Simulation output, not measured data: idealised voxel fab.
Process module in this document: voxel capacitor over wiring
The width of the displayed cross-section, cut, is 270 nm; its cells are square, with a size of 5 nm.
Cross-section layout: square cells on a grid; listed as bands, top to bottom; a band spans one or more cell rows. Heights first: top, then bottom, in nm. Then materials, left to right, each with a width in nm. "edge to edge" on a single material: fills the band edge to edge. "empty": empty space. Ref level 0: as-received wafer is one material below here. Bottom band extends down with no lower bound ("z 0 and below"). Quick explanation for "30 to 40": the width changes in equal steps down the rows of cells, from the first number in the band's top row to the second number in its bottom row. The designation "nothing got changed", where it is given for a processing step, indicates that no cell of the cross-section was altered in the course of that step. The label "Sealed internal cavities" introduces a list of the empty spaces, 8 cells or larger, that have no open way up to the top; each entry in it reads width x height at distance, where the distance is taken from the left edge and all three are stated in nm. If you see something after the settings on a step's line, that's the simulator's own remark about that step. The setting "overlay nm" may be written on the line of a step. When the step uses a mask, the value reports how far to the right of the planned place the mask lay, and a negative value reports that it lay to the left.
THE PROCESS STEPS THAT WERE PLANNED ARE LISTED BELOW
1) RECEIVE, material Si
2) CONFORMAL_DEP, material SiO2, thk nm 15
3) CONFORMAL_DEP, material SiN, thk nm 5
4) DIRECTIONAL_DEP, material lowk, thk nm 15
5) PATTERN, tone open, mask id METAL_1, material resist, width nm 25, pitch nm 85, thk nm 15, overlay nm 0
6) DIRECTIONAL_ETCH, etch materials lowk, depth nm 15
7) DIRECTIONAL_ETCH, etch materials SiN, depth nm 5
8) STRIP, etch materials resist
9) CONFORMAL_DEP, material TiN, thk nm 5
10) FILL_DEP, material Cu, thk nm 10
11) CMP, height nm 35
12) CONFORMAL_DEP, material SiCN, thk nm 5
13) DIRECTIONAL_DEP, material lowk, thk nm 20
14) PATTERN, tone open, mask id PLUG_1, material resist, width nm 15, thk nm 15, overlay nm 0
15) DIRECTIONAL_ETCH, etch materials lowk, depth nm 20
16) DIRECTIONAL_ETCH, etch materials SiCN, depth nm 5
17) STRIP, etch materials resist
18) EPI, material Ru, thk nm 10
19) EPI, material Ru, thk nm 10
20) EPI, material Ru, thk nm 5
21) DIRECTIONAL_DEP, material TiN, thk nm 5
22) DIRECTIONAL_DEP, material HfO2, thk nm 5
23) DIRECTIONAL_DEP, material TiN, thk nm 10
24) DIRECTIONAL_DEP, material aC, thk nm 10
25) PATTERN, tone cover, mask id UPPER_PLATE, material resist, width nm 65, thk nm 30, overlay nm 0
26) DIRECTIONAL_ETCH, etch materials aC, depth nm 10
27) STRIP, etch materials resist
28) DIRECTIONAL_ETCH, etch materials TiN, depth nm 10
29) DIRECTIONAL_ETCH, etch materials HfO2, depth nm 5
30) STRIP, etch materials aC
31) DIRECTIONAL_DEP, material aC, thk nm 15
32) PATTERN, tone cover, mask id LOWER_PLATE, material resist, width nm 75, thk nm 35, overlay nm 0
33) DIRECTIONAL_ETCH, etch materials aC, depth nm 15
34) STRIP, etch materials resist
35) DIRECTIONAL_ETCH, etch materials TiN, depth nm 5
36) STRIP, etch materials aC
37) FILL_DEP, material SiO2, thk nm 20
38) CMP, height nm 95
39) DIRECTIONAL_DEP, material aC, thk nm 10
40) PATTERN, tone open, mask id PLUG_2, material resist, width nm 15, thk nm 25, overlay nm 0
41) DIRECTIONAL_ETCH, etch materials aC, depth nm 10
42) STRIP, etch materials resist
43) DIRECTIONAL_ETCH, etch materials SiO2, depth nm 15
44) STRIP, etch materials aC
45) CONFORMAL_DEP, material TiN, thk nm 5
46) FILL_DEP, material Cu, thk nm 5
47) CMP, height nm 95
48) CONFORMAL_DEP, material SiCN, thk nm 5
CROSS-SECTION OF THE WAFER AT RECEIPT, WHICH IS THE CONDITION AFTER STEP 1
> z 0 and below = Si edge to edge
> Sealed internal cavities: none
STARTING STRUCTURE AND PROCESS PLAN ARE AS SHOWN ABOVE, BUT ONE MISTAKE WAS MADE IN RUNNING THE MODULE; THE WAFER CROSS-SECTION AT THE END OF THE MODULE FOLLOWS
> z 95 to 90 = SiCN edge to edge
> z 90 to 85 = SiO2 100; TiN 5; Cu 5; TiN 5; SiO2 155
> z 85 to 80 = SiO2 100; TiN 15; SiO2 155
> z 80 to 70 = SiO2 90; TiN 65; SiO2 115
> z 70 to 65 = SiO2 90; HfO2 65; SiO2 115
> z 65 to 60 = SiO2 85; TiN 75; SiO2 110
> z 60 to 40 = lowk 90; Ru 15; lowk 165
> z 40 to 35 = SiCN 90; Ru 15; SiCN 165
> z 35 to 20 = lowk 80; TiN 5; Cu 15; TiN 5; lowk 60; TiN 5; Cu 15; TiN 5; lowk 80
> z 20 to 15 = SiN 80; TiN 25; SiN 60; TiN 25; SiN 80
> z 15 to 0 = SiO2 edge to edge
> z 0 and below = Si edge to edge
> Sealed internal cavities: none
Short version of what went wrong: step 47 ran with different settings than intended, the actual operation and settings being CMP, height nm 90
